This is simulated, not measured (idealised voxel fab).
Herein follows the process module entitled voxel double patterning.
The width of the displayed cross-section, cut, is 265 nm; its cells are square, with a size of 5 nm.
Cross-section = grid of square cells, listed top down in bands; band = one or more rows. Basically the band line says how high the top is and how high the bottom is, in nm, and then what's in it from left to right, every material with its width in nm. Empty space shows up as "empty", and if a single material carries "edge to edge" it runs the full band edge to edge. Where do heights start? At 0: under that level the wafer as delivered is made of one material only. And the lowest band has no floor; it just carries on downward, as in "0 nm and below". Read "30..40" as a graded width: first number on top, second number at the bottom, same change between each pair of neighbouring rows. No cell of the cross-section changed in a step that is given as "left unchanged". Reported under the label "Completely enclosed voids" are the empty spaces having no open way to the top and comprising 8 cells or more; the notation for each is width x height at distance, in which the distance is measured from the left edge and all three values are in nm. Heads up: the bit after the settings on a step's line is the simulator's remark on that step. overlay nm: mask offset rightward from planned place, masked step; negative means leftward offset.
Set out below are the planned steps of the process:
| 1 | RECEIVE: material Si |
| 2 | CONFORMAL_DEP: material SiO2, thk nm 10 |
| 3 | DIRECTIONAL_DEP: material polySi, thk nm 20 |
| 4 | DIRECTIONAL_DEP: material SiCN, thk nm 5 |
| 5 | DIRECTIONAL_DEP: material aC, thk nm 15 |
| 6 | PATTERN: tone open, mask id FIRST, material resist, width nm 15, pitch nm 50, thk nm 35, overlay nm 0 |
| 7 | DIRECTIONAL_ETCH: etch materials aC, depth nm 15 |
| 8 | STRIP: etch materials resist |
| 9 | DIRECTIONAL_ETCH: etch materials SiCN, depth nm 5 |
| 10 | STRIP: etch materials aC |
| 11 | PATTERN: tone open, mask id SECOND, material resist, width nm 15, thk nm 20, overlay nm 0 |
| 12 | DIRECTIONAL_ETCH: etch materials SiCN, depth nm 5 |
| 13 | STRIP: etch materials resist |
| 14 | DIRECTIONAL_ETCH: etch materials polySi, depth nm 20 |
| 15 | STRIP: etch materials SiCN |
Cross-sectional view of the wafer in its as-received condition, corresponding to the state after step 1:
  0 nm and below: Si edge to edge
  Completely enclosed voids: none
The module was run from the start shown above using the plan shown above, but one mistake was made doing it; the resulting wafer cross-section is below:
  30 nm to 10 nm: 100 of polySi, 15 of empty, 20 of polySi, 30 of empty, 100 of polySi
  10 nm to 0 nm: SiO2 edge to edge
  0 nm and below: Si edge to edge
  Completely enclosed voids: none
What was the processing mistake? rather than as planned, step 11 actually ran as PATTERN: tone open, mask id SECOND, material resist, width nm 15, thk nm 20, overlay nm 10
